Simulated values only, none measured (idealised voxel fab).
process module | voxel trench capacitor
cross-section cut | 150 nm wide | cells 5 nm
A cross-section is a grid of square cells, given in bands from the top down. A band is one or more rows of cells.
Each band's line starts with the height of the band's top and of its bottom, in nm. Then come its materials from left to right, each with its width in nm. One material with "throughout" fills the band from edge to edge. "air" is empty space.
Height 0 is the level under which the wafer as received is all one material. The lowest band goes on downwards, as in "0 down".
A width such as "30 to 40" changes by the same amount from each row of cells to the next, from the band's top row to its bottom row.
"no change" after a step means that no cell of the cross-section changed.
closed voids: empty space of 8 cells or more with no open way to the top, each as width x height at its distance from the left edge, in nm
after a step's settings: what the simulator itself notes on the step
overlay nm, on a step with a mask: how far to the right of its planned place the mask lay; to the left if negative
plan
1 op RECEIVE | material Si
2 op CONFORMAL_DEP | material SiN | thk nm 5
3 op PATTERN | tone open | mask id TRENCH | material resist | width nm 20 | pitch nm 40 | thk nm 15 | overlay nm 0
4 op DIRECTIONAL_ETCH | etch materials SiN | depth nm 5
5 op DIRECTIONAL_ETCH | etch materials Si | depth nm 35
6 op STRIP | etch materials resist
7 op CONFORMAL_DEP | material SiO2 | thk nm 5
8 op FILL_DEP | material polySi | thk nm 5
9 op CMP | height nm 5
as received, after step 1
  0 down: Si throughout
  closed voids: none
first wafer at the end, as planned
  5 to 0: SiN 25 | SiO2 5 | polySi 10 | SiO2 5 | SiN 20 | SiO2 5 | polySi 10 | SiO2 5 | SiN 20 | SiO2 5 | polySi 10 | SiO2 5 | SiN 25
  0 to -30: Si 25 | SiO2 5 | polySi 10 | SiO2 5 | Si 20 | SiO2 5 | polySi 10 | SiO2 5 | Si 20 | SiO2 5 | polySi 10 | SiO2 5 | Si 25
  -30 to -35: Si 25 | SiO2 20 | Si 20 | SiO2 20 | Si 20 | SiO2 20 | Si 25
  -35 down: Si throughout
  closed voids: none
second wafer at the end: like start, like plan, one mistake
  5 to 0: polySi 20 | SiO2 5 | SiN 20 | SiO2 5 | polySi 10 | SiO2 5 | SiN 20 | SiO2 5 | polySi 10 | SiO2 5 | SiN 20 | SiO2 5 | polySi 20
  0 to -30: polySi 20 | SiO2 5 | Si 20 | SiO2 5 | polySi 10 | SiO2 5 | Si 20 | SiO2 5 | polySi 10 | SiO2 5 | Si 20 | SiO2 5 | polySi 20
  -30 to -35: SiO2 25 | Si 20 | SiO2 20 | Si 20 | SiO2 20 | Si 20 | SiO2 25
  -35 down: Si throughout
  closed voids: none
what went wrong: step 3 ran as: op PATTERN | tone cover | mask id TRENCH | material resist | width nm 20 | pitch nm 40 | thk nm 15 | overlay nm 0
at the end the second wafer has, in cells: 42 fewer of Si | 6 fewer of SiN | 6 more of SiO2 | 42 more of polySi
